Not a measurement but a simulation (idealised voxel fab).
process module | voxel released beams
cross-section cut | 280 nm wide | cells 5 nm
A cross-section is a grid of square cells, given in bands from the top down. A band is one or more rows of cells.
Each band's line starts with the height of the band's top and of its bottom, in nm. Then come its materials from left to right, each with its width in nm. One material with "throughout" fills the band from edge to edge. "air" is empty space.
Height 0 is the level under which the wafer as received is all one material. The lowest band goes on downwards, as in "0 down".
A width such as "30 to 40" changes by the same amount from each row of cells to the next, from the band's top row to its bottom row.
"no change" after a step means that no cell of the cross-section changed.
closed voids: empty space of 8 cells or more with no open way to the top, each as width x height at its distance from the left edge, in nm
after a step's settings: what the simulator itself notes on the step
overlay nm, on a step with a mask: how far to the right of its planned place the mask lay; to the left if negative
plan
1 op RECEIVE | material Si
2 op CONFORMAL_DEP | material SiN | thk nm 10
3 op DIRECTIONAL_DEP | material SiO2 | thk nm 15
4 op MASKED_ETCH | tone open | mask id ANCHOR | width nm 30 | etch materials SiO2 | depth nm 15 | overlay nm 0
5 op CONFORMAL_DEP | material W | thk nm 10
6 op DIRECTIONAL_DEP | material aC | thk nm 10
7 op PATTERN | tone cover | mask id BEAM | material resist | width nm 85 | thk nm 30 | overlay nm 0
8 op DIRECTIONAL_ETCH | etch materials aC | depth nm 10
9 op STRIP | etch materials resist
10 op DIRECTIONAL_ETCH | etch materials W | depth nm 10
11 op STRIP | etch materials aC
12 op STRIP | etch materials SiO2
first wafer, as planned
as received, after step 1
  0 down: Si throughout
  closed voids: none
after step 2
  10 to 0: SiN throughout
  below 0: unchanged
after step 3
  25 to 10: SiO2 throughout
  below 10: unchanged
after step 4
  25 to 10: SiO2 100 | air 30 | SiO2 150
  below 10: unchanged
after step 5
  35 to 25: W 110 | air 10 | W 160
  25 to 20: SiO2 100 | W 10 | air 10 | W 10 | SiO2 150
  20 to 10: SiO2 100 | W 30 | SiO2 150
  below 10: unchanged
after step 6
  45 to 35: aC 110 | air 10 | aC 160
  35 to 30: W 110 | air 10 | W 160
  30 to 25: W 110 | aC 10 | W 160
  25 to 20: SiO2 100 | W 10 | aC 10 | W 10 | SiO2 150
  below 20: unchanged
after step 7
  75 to 45: air 95 | resist 85 | air 100
  45 to 35: aC 110 | resist 10 | aC 160
  35 to 30: W 110 | resist 10 | W 160
  below 30: unchanged
after step 8
  65 to 45: air 95 | resist 85 | air 100
  45 to 35: air 95 | aC 15 | resist 10 | aC 60 | air 100
  below 35: unchanged
after step 9
  45 to 35: air 95 | aC 15 | air 10 | aC 60 | air 100
  35 to 30: W 110 | air 10 | W 160
  below 30: unchanged
after step 10
  45 to 35: air 95 | aC 15 | air 10 | aC 60 | air 100
  35 to 30: air 95 | W 15 | air 10 | W 60 | air 100
  30 to 25: air 95 | W 15 | aC 10 | W 60 | air 100
  below 25: unchanged
after step 11
  35 to 25: air 95 | W 15 | air 10 | W 60 | air 100
  25 to 20: SiO2 100 | W 10 | air 10 | W 10 | SiO2 150
  below 20: unchanged
after step 12
  35 to 25: air 95 | W 15 | air 10 | W 60 | air 100
  25 to 20: air 100 | W 10 | air 10 | W 10 | air 150
  20 to 10: air 100 | W 30 | air 150
  below 10: unchanged
second wafer: like start, like plan, one mistake. Through step 3 it matches the first wafer
when step 4 should have ended
  25 to 10: SiO2 90 | air 30 | SiO2 160
  below 10: unchanged
when step 5 should have ended
  35 to 25: W 100 | air 10 | W 170
  25 to 20: SiO2 90 | W 10 | air 10 | W 10 | SiO2 160
  20 to 10: SiO2 90 | W 30 | SiO2 160
  below 10: unchanged
when step 6 should have ended
  45 to 35: aC 100 | air 10 | aC 170
  35 to 30: W 100 | air 10 | W 170
  30 to 25: W 100 | aC 10 | W 170
  25 to 20: SiO2 90 | W 10 | aC 10 | W 10 | SiO2 160
  below 20: unchanged
when step 7 should have ended
  75 to 45: air 95 | resist 85 | air 100
  45 to 35: aC 100 | resist 10 | aC 170
  35 to 30: W 100 | resist 10 | W 170
  below 30: unchanged
when step 8 should have ended
  65 to 45: air 95 | resist 85 | air 100
  45 to 35: air 95 | aC 5 | resist 10 | aC 70 | air 100
  below 35: unchanged
when step 9 should have ended
  45 to 35: air 95 | aC 5 | air 10 | aC 70 | air 100
  35 to 30: W 100 | air 10 | W 170
  below 30: unchanged
when step 10 should have ended
  45 to 35: air 95 | aC 5 | air 10 | aC 70 | air 100
  35 to 30: air 95 | W 5 | air 10 | W 70 | air 100
  30 to 25: air 95 | W 5 | aC 10 | W 70 | air 100
  below 25: unchanged
when step 11 should have ended
  35 to 25: air 95 | W 5 | air 10 | W 70 | air 100
  25 to 20: SiO2 90 | W 10 | air 10 | W 10 | SiO2 160
  below 20: unchanged
when step 12 should have ended
  35 to 25: air 95 | W 5 | air 10 | W 70 | air 100
  25 to 20: air 90 | W 10 | air 10 | W 10 | air 160
  20 to 10: air 90 | W 30 | air 160
  below 10: unchanged
what went wrong: step 4 ran as: op MASKED_ETCH | tone open | mask id ANCHOR | width nm 30 | etch materials SiO2 | depth nm 15 | overlay nm -10
at the end the second wafer has, in cells: as many of each material as the first, in other places
